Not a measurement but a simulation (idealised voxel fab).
Process module, titled voxel capacitor over wiring
Pictured: cross-section cut, 160 nm wide, on a grid of 5 nm square cells.
For the purposes of this document, a cross-section shall be understood as a grid of square cells, specified as bands listed in top-to-bottom order, each band consisting of one or more rows of cells.
Quick guide to a band line: top height, bottom height (nm) up front; then every material left to right with its width in nm. Only one material and it's marked "all across"? Then it fills the band edge to edge. And "blank" just means empty space.
Height datum 0, below which the as-received substrate wafer is one material. Lowest band open at the bottom, running downward: "0 -> down".
A width such as "30 to 40" changes by the same amount from each row of cells to the next, from the band's top row to its bottom row.
You'll sometimes find "left unchanged" written for a step, and that's the way of saying that nowhere in the cross-section did a cell change during that step.
This entry, "Closed voids list", enumerates those empty regions of no fewer than 8 cells that possess no open connection to the top. Each region is reported in the form width x height at distance, the distance being taken from the left edge, with all three quantities expressed in nm.
If you see something after the settings on a step's line, that's the simulator's own remark about that step.
What "overlay nm" on a step's line means: if the step has a mask, that mask lay this far to the right of its planned place, or, when the value is negative, to the left.

# List of planned process steps
1. op RECEIVE | material Si
2. op CONFORMAL_DEP | material SiO2 | thk nm 10
3. op CONFORMAL_DEP | material SiCN | thk nm 5
4. op DIRECTIONAL_DEP | material lowk | thk nm 15
5. op PATTERN | tone open | mask id METAL_1 | material resist | width nm 20 | pitch nm 85 | thk nm 20 | overlay nm 0
6. op DIRECTIONAL_ETCH | etch materials lowk | depth nm 15
7. op DIRECTIONAL_ETCH | etch materials SiCN | depth nm 5
8. op STRIP | etch materials resist
9. op CONFORMAL_DEP | material TiN | thk nm 5
10. op FILL_DEP | material Cu | thk nm 5
11. op CMP | height nm 30
12. op EPI | material Ru | thk nm 5
13. op FILL_DEP | material SiCN | thk nm 5
14. op DIRECTIONAL_DEP | material lowk | thk nm 10
15. op PATTERN | tone open | mask id PLUG_1 | material resist | width nm 15 | thk nm 15 | overlay nm 0
16. op DIRECTIONAL_ETCH | etch materials lowk | depth nm 10
17. op DIRECTIONAL_ETCH | etch materials SiCN | depth nm 5
18. op STRIP | etch materials resist
19. op EPI | material Ru | thk nm 10
20. op EPI | material Ru | thk nm 5
21. op DIRECTIONAL_DEP | material TiN | thk nm 10
22. op DIRECTIONAL_DEP | material SiN | thk nm 5
23. op DIRECTIONAL_DEP | material TiN | thk nm 5
24. op MASKED_ETCH | tone cover | mask id UPPER_PLATE | width nm 70 | etch materials TiN | depth nm 5 | overlay nm 0
25. op MASKED_ETCH | tone cover | mask id UPPER_PLATE | width nm 70 | etch materials SiN | depth nm 5 | overlay nm 0
26. op PATTERN | tone cover | mask id LOWER_PLATE | material resist | width nm 80 | thk nm 15 | overlay nm -10
27. op DIRECTIONAL_ETCH | etch materials TiN | depth nm 10
28. op STRIP | etch materials resist
29. op FILL_DEP | material SiO2 | thk nm 15
30. op CMP | height nm 80
31. op MASKED_ETCH | tone open | mask id PLUG_2 | width nm 15 | etch materials SiO2 | depth nm 10 | overlay nm 0
32. op CONFORMAL_DEP | material TiN | thk nm 5
33. op FILL_DEP | material W | thk nm 10
34. op CMP | height nm 80
35. op CONFORMAL_DEP | material SiN | thk nm 5
Where the wafers of this document differ is in the overlay nm of step 26; they start out the same, and the plan states the value that applied to the first wafer.

# As-received state after step 1, first of several wafers, cross-section
    0 -> down  Si all across
    Closed voids list: none

# Take a look at the first of several wafers in cross-section: the module is done, and step 35 was its last step
    85 -> 80  SiN all across
    80 -> 75  SiO2 40, then TiN 5, then W 5, then TiN 5, then SiO2 105
    75 -> 65  SiO2 40 to 30, then TiN 15 to 65, then SiO2 105 to 65
    65 -> 60  SiO2 30, then SiN 70, then SiO2 60
    60 -> 50  SiO2 15, then TiN 85, then SiO2 60
    50 -> 40  lowk 30, then Ru 15, then lowk 115
    40 -> 35  SiCN 30, then Ru 15, then SiCN 115
    35 -> 30  SiCN 20, then Ru 30, then SiCN 55, then Ru 30, then SiCN 25
    30 -> 15  lowk 25, then TiN 5, then Cu 10, then TiN 5, then lowk 65, then TiN 5, then Cu 10, then TiN 5, then lowk 30
    15 -> 10  SiCN 25, then TiN 20, then SiCN 65, then TiN 20, then SiCN 30
    10 -> 0  SiO2 all across
    0 -> down  Si all across
    Closed voids list: none

# Last wafer of the set, cross-sectioned at end of module
    85 -> 80  SiN all across
    80 -> 75  SiO2 40, then TiN 5, then W 5, then TiN 5, then SiO2 105
    75 -> 65  SiO2 40, then TiN 15 to 60, then SiO2 105 to 60
    65 -> 60  SiO2 30, then SiN 70, then SiO2 60
    60 -> 50  SiO2 30, then TiN 90, then SiO2 40
    50 -> 40  lowk 30, then Ru 15, then lowk 115
    40 -> 35  SiCN 30, then Ru 15, then SiCN 115
    35 -> 30  SiCN 20, then Ru 30, then SiCN 55, then Ru 30, then SiCN 25
    30 -> 15  lowk 25, then TiN 5, then Cu 10, then TiN 5, then lowk 65, then TiN 5, then Cu 10, then TiN 5, then lowk 30
    15 -> 10  SiCN 25, then TiN 20, then SiCN 65, then TiN 20, then SiCN 30
    10 -> 0  SiO2 all across
    0 -> down  Si all across
    Closed voids list: none

# Basically each wafer gets a line in the table, showing it at the end of the module: material by material, the cells it gained (+) or lost (-) since we got it, then its closed voids
overlay nm -10, +12 Cu, +21 Ru, +73 SiCN, +46 SiN, +189 SiO2, +72 TiN, +1 W, +130 lowk, Closed voids list: none
overlay nm -5, +12 Cu, +21 Ru, +73 SiCN, +46 SiN, +190 SiO2, +71 TiN, +1 W, +130 lowk, Closed voids list: none
overlay nm 0, +12 Cu, +21 Ru, +73 SiCN, +46 SiN, +190 SiO2, +71 TiN, +1 W, +130 lowk, Closed voids list: none
overlay nm 5, +12 Cu, +21 Ru, +73 SiCN, +46 SiN, +190 SiO2, +71 TiN, +1 W, +130 lowk, Closed voids list: none
overlay nm 10, +12 Cu, +21 Ru, +73 SiCN, +46 SiN, +189 SiO2, +72 TiN, +1 W, +130 lowk, Closed voids list: none
overlay nm 15, +12 Cu, +21 Ru, +73 SiCN, +46 SiN, +188 SiO2, +73 TiN, +1 W, +130 lowk, Closed voids list: none
